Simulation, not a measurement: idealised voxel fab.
process module | voxel wiring stack
Cross-section cut: width 230 nm, square cells of 5 nm.
We lay out every cross-section as a grid of square cells and spell it out in bands from the top down, where one band means one or more rows of cells. It is stipulated that each band's entry specify, in nanometres, the height of the top of the band and then that of its bottom, followed by the materials of the band in left-to-right sequence, each together with its width in nanometres. A single material marked by the word "throughout" is understood to fill the band from edge to edge; the word "empty" is understood to denote empty space. Counting heights begins at 0, where everything beneath is, in the wafer as received, one material. The lowest band has no bottom; it goes on downwards, as "0 -> down" shows. The two numbers in a width such as "30->40" mark its ends across the band: the first belongs to the top row of cells, the second to the bottom row, and from each row to the next the width moves by the same amount. Where the words "nothing altered" appear for a step, the cross-section shows no cell changed by that step; every cell remained as before. Closed empty spaces (no open way to the top) of 8 cells or more are what "Enclosed empty spaces" lists, each as width x height at distance from the left edge, nm for all three. Text after the settings on a step's line: the simulator's own remark on that step. The optional step-line setting "overlay nm" applies to steps with a mask and quantifies how far to the right of its planned location the mask lay, a negative value indicating leftward placement.
PROCESS STEPS FORESEEN IN THE PLAN
- 1: RECEIVE [material Si]
- 2: CONFORMAL_DEP [material SiO2] [thk nm 15]
- 3: CONFORMAL_DEP [material SiN] [thk nm 5]
- 4: DIRECTIONAL_DEP [material lowk] [thk nm 15]
- 5: PATTERN [tone open] [mask id METAL_1] [material resist] [width nm 15] [pitch nm 50] [thk nm 20] [overlay nm 0]
- 6: DIRECTIONAL_ETCH [etch materials lowk] [depth nm 15]
- 7: DIRECTIONAL_ETCH [etch materials SiN] [depth nm 5]
- 8: STRIP [etch materials resist]
- 9: CONFORMAL_DEP [material TiN] [thk nm 5]
- 10: FILL_DEP [material W] [thk nm 10]
- 11: CMP [height nm 35]
- 12: EPI [material Ru] [thk nm 5]
- 13: FILL_DEP [material SiCN] [thk nm 5]
- 14: DIRECTIONAL_DEP [material lowk] [thk nm 30]
- 15: PATTERN [tone open] [mask id METAL_2_HOLES] [material resist] [width nm 15] [pitch nm 50] [thk nm 20] [overlay nm 0]
- 16: DIRECTIONAL_ETCH [etch materials lowk] [depth nm 30]
- 17: STRIP [etch materials resist]
- 18: DIRECTIONAL_DEP [material aC] [thk nm 15]
- 19: PATTERN [tone open] [mask id METAL_2] [material resist] [width nm 20] [pitch nm 50] [thk nm 30] [overlay nm 0]
- 20: DIRECTIONAL_ETCH [etch materials aC] [depth nm 15]
- 21: STRIP [etch materials resist]
- 22: DIRECTIONAL_ETCH [etch materials lowk] [depth nm 20]
- 23: DIRECTIONAL_ETCH [etch materials SiCN] [depth nm 5]
- 24: STRIP [etch materials aC]
- 25: CONFORMAL_DEP [material TiN] [thk nm 5]
- 26: FILL_DEP [material Cu] [thk nm 5]
- 27: CMP [height nm 75]
- 28: CONFORMAL_DEP [material SiCN] [thk nm 5]
- 29: DIRECTIONAL_DEP [material lowk] [thk nm 25]
- 30: MASKED_ETCH [tone open] [mask id METAL_3_HOLES] [width nm 15] [pitch nm 50] [etch materials lowk] [depth nm 25] [overlay nm 0]
- 31: DIRECTIONAL_DEP [material aC] [thk nm 10]
- 32: PATTERN [tone open] [mask id METAL_3] [material resist] [width nm 20] [pitch nm 50] [thk nm 30] [overlay nm 0]
- 33: DIRECTIONAL_ETCH [etch materials aC] [depth nm 10]
- 34: STRIP [etch materials resist]
- 35: DIRECTIONAL_ETCH [etch materials lowk] [depth nm 15]
- 36: DIRECTIONAL_ETCH [etch materials SiCN] [depth nm 5]
- 37: STRIP [etch materials aC]
- 38: CONFORMAL_DEP [material TiN] [thk nm 5]
- 39: FILL_DEP [material Ru] [thk nm 5]
- 40: CMP [height nm 105]
- 41: CONFORMAL_DEP [material SiN] [thk nm 5]
Keep in mind the plan's value for the width nm of step 5 comes from the first wafer; the wafers don't share that setting, but they do share the same starting point.
CROSS-SECTION, FIRST OF SEVERAL WAFERS, AS DELIVERED AFTER STEP 1
* 0 -> down = Si throughout
* Enclosed empty spaces: none
LAST STEP OF THE MODULE IS STEP 41; AFTER IT, THE FIRST OF SEVERAL WAFERS IN CROSS-SECTION
* 110 -> 105 = SiN throughout
* 105 -> 95 = lowk=30 / TiN=5 / Ru=10 / TiN=5 / lowk=30 / TiN=5 / Ru=10 / TiN=5 / lowk=30 / TiN=5 / Ru=10 / TiN=5 / lowk=30 / TiN=5 / Ru=10 / TiN=5 / lowk=30
* 95 -> 90 = lowk=30 / TiN=5 / Ru=5 / TiN=10 / lowk=30 / TiN=5 / Ru=5 / TiN=10 / lowk=30 / TiN=5 / Ru=5 / TiN=10 / lowk=30 / TiN=5 / Ru=5 / TiN=10 / lowk=30
* 90 -> 80 = lowk=30 / TiN=5 / Ru=5 / TiN=5 / lowk=35 / TiN=5 / Ru=5 / TiN=5 / lowk=35 / TiN=5 / Ru=5 / TiN=5 / lowk=35 / TiN=5 / Ru=5 / TiN=5 / lowk=35
* 80 -> 75 = SiCN=30 / TiN=15 / SiCN=35 / TiN=15 / SiCN=35 / TiN=15 / SiCN=35 / TiN=15 / SiCN=35
* 75 -> 60 = lowk=30 / TiN=5 / Cu=10 / TiN=5 / lowk=30 / TiN=5 / Cu=10 / TiN=5 / lowk=30 / TiN=5 / Cu=10 / TiN=5 / lowk=30 / TiN=5 / Cu=10 / TiN=5 / lowk=30
* 60 -> 55 = lowk=30 / TiN=5 / Cu=5 / TiN=10 / lowk=30 / TiN=5 / Cu=5 / TiN=10 / lowk=30 / TiN=5 / Cu=5 / TiN=10 / lowk=30 / TiN=5 / Cu=5 / TiN=10 / lowk=30
* 55 -> 45 = lowk=30 / TiN=5 / Cu=5 / TiN=5 / lowk=35 / TiN=5 / Cu=5 / TiN=5 / lowk=35 / TiN=5 / Cu=5 / TiN=5 / lowk=35 / TiN=5 / Cu=5 / TiN=5 / lowk=35
* 45 -> 40 = SiCN=30 / TiN=15 / SiCN=35 / TiN=15 / SiCN=35 / TiN=15 / SiCN=35 / TiN=15 / SiCN=35
* 40 -> 35 = SiCN=30 / Ru=25 / SiCN=25 / Ru=25 / SiCN=25 / Ru=25 / SiCN=25 / Ru=25 / SiCN=25
* 35 -> 20 = lowk=35 / TiN=5 / W=5 / TiN=5 / lowk=35 / TiN=5 / W=5 / TiN=5 / lowk=35 / TiN=5 / W=5 / TiN=5 / lowk=35 / TiN=5 / W=5 / TiN=5 / lowk=30
* 20 -> 15 = SiN=35 / TiN=15 / SiN=35 / TiN=15 / SiN=35 / TiN=15 / SiN=35 / TiN=15 / SiN=30
* 15 -> 0 = SiO2 throughout
* 0 -> down = Si throughout
* Enclosed empty spaces: none
THE MODULE'S END: A CROSS-SECTION OF THE LAST WAFER
* 110 -> 105 = SiN throughout
* 105 -> 95 = lowk=30 / TiN=5 / Ru=10 / TiN=5 / lowk=30 / TiN=5 / Ru=10 / TiN=5 / lowk=30 / TiN=5 / Ru=10 / TiN=5 / lowk=30 / TiN=5 / Ru=10 / TiN=5 / lowk=30
* 95 -> 90 = lowk=30 / TiN=5 / Ru=5 / TiN=10 / lowk=30 / TiN=5 / Ru=5 / TiN=10 / lowk=30 / TiN=5 / Ru=5 / TiN=10 / lowk=30 / TiN=5 / Ru=5 / TiN=10 / lowk=30
* 90 -> 80 = lowk=30 / TiN=5 / Ru=5 / TiN=5 / lowk=35 / TiN=5 / Ru=5 / TiN=5 / lowk=35 / TiN=5 / Ru=5 / TiN=5 / lowk=35 / TiN=5 / Ru=5 / TiN=5 / lowk=35
* 80 -> 75 = SiCN=30 / TiN=15 / SiCN=35 / TiN=15 / SiCN=35 / TiN=15 / SiCN=35 / TiN=15 / SiCN=35
* 75 -> 60 = lowk=30 / TiN=5 / Cu=10 / TiN=5 / lowk=30 / TiN=5 / Cu=10 / TiN=5 / lowk=30 / TiN=5 / Cu=10 / TiN=5 / lowk=30 / TiN=5 / Cu=10 / TiN=5 / lowk=30
* 60 -> 55 = lowk=30 / TiN=5 / Cu=5 / TiN=10 / lowk=30 / TiN=5 / Cu=5 / TiN=10 / lowk=30 / TiN=5 / Cu=5 / TiN=10 / lowk=30 / TiN=5 / Cu=5 / TiN=10 / lowk=30
* 55 -> 45 = lowk=30 / TiN=5 / Cu=5 / TiN=5 / lowk=35 / TiN=5 / Cu=5 / TiN=5 / lowk=35 / TiN=5 / Cu=5 / TiN=5 / lowk=35 / TiN=5 / Cu=5 / TiN=5 / lowk=35
* 45 -> 40 = SiCN=30 / TiN=15 / SiCN=35 / TiN=15 / SiCN=35 / TiN=15 / SiCN=35 / TiN=15 / SiCN=35
* 40 -> 35 = SiCN=20 / Ru=45 / SiCN=5 / Ru=45 / SiCN=5 / Ru=45 / SiCN=5 / Ru=45 / SiCN=15
* 35 -> 20 = lowk=25 / TiN=5 / W=25 / TiN=5 / lowk=15 / TiN=5 / W=25 / TiN=5 / lowk=15 / TiN=5 / W=25 / TiN=5 / lowk=15 / TiN=5 / W=25 / TiN=5 / lowk=20
* 20 -> 15 = SiN=25 / TiN=35 / SiN=15 / TiN=35 / SiN=15 / TiN=35 / SiN=15 / TiN=35 / SiN=20
* 15 -> 0 = SiO2 throughout
* 0 -> down = Si throughout
* Enclosed empty spaces: none
WHAT FOLLOWS IS A TABLE IN WHICH EACH WAFER OCCUPIES A ROW; FOR THE WAFER AS IT STANDS AT THE CLOSE OF THE MODULE, THE ROW STATES, MATERIAL BY MATERIAL, HOW MANY CELLS HAVE BEEN GAINED (+) OR LOST (-) SINCE RECEIPT, AND THEN GIVES ITS CLOSED VOIDS
width nm 15 | +36 Cu | +48 Ru | +94 SiCN | +80 SiN | +138 SiO2 | +156 TiN | +12 W | +448 lowk | Enclosed empty spaces: none
width nm 20 | +36 Cu | +52 Ru | +90 SiCN | +76 SiN | +138 SiO2 | +160 TiN | +24 W | +436 lowk | Enclosed empty spaces: none
width nm 25 | +36 Cu | +56 Ru | +86 SiCN | +72 SiN | +138 SiO2 | +164 TiN | +36 W | +424 lowk | Enclosed empty spaces: none
width nm 30 | +36 Cu | +60 Ru | +82 SiCN | +68 SiN | +138 SiO2 | +168 TiN | +48 W | +412 lowk | Enclosed empty spaces: none
width nm 35 | +36 Cu | +64 Ru | +78 SiCN | +64 SiN | +138 SiO2 | +172 TiN | +60 W | +400 lowk | Enclosed empty spaces: none
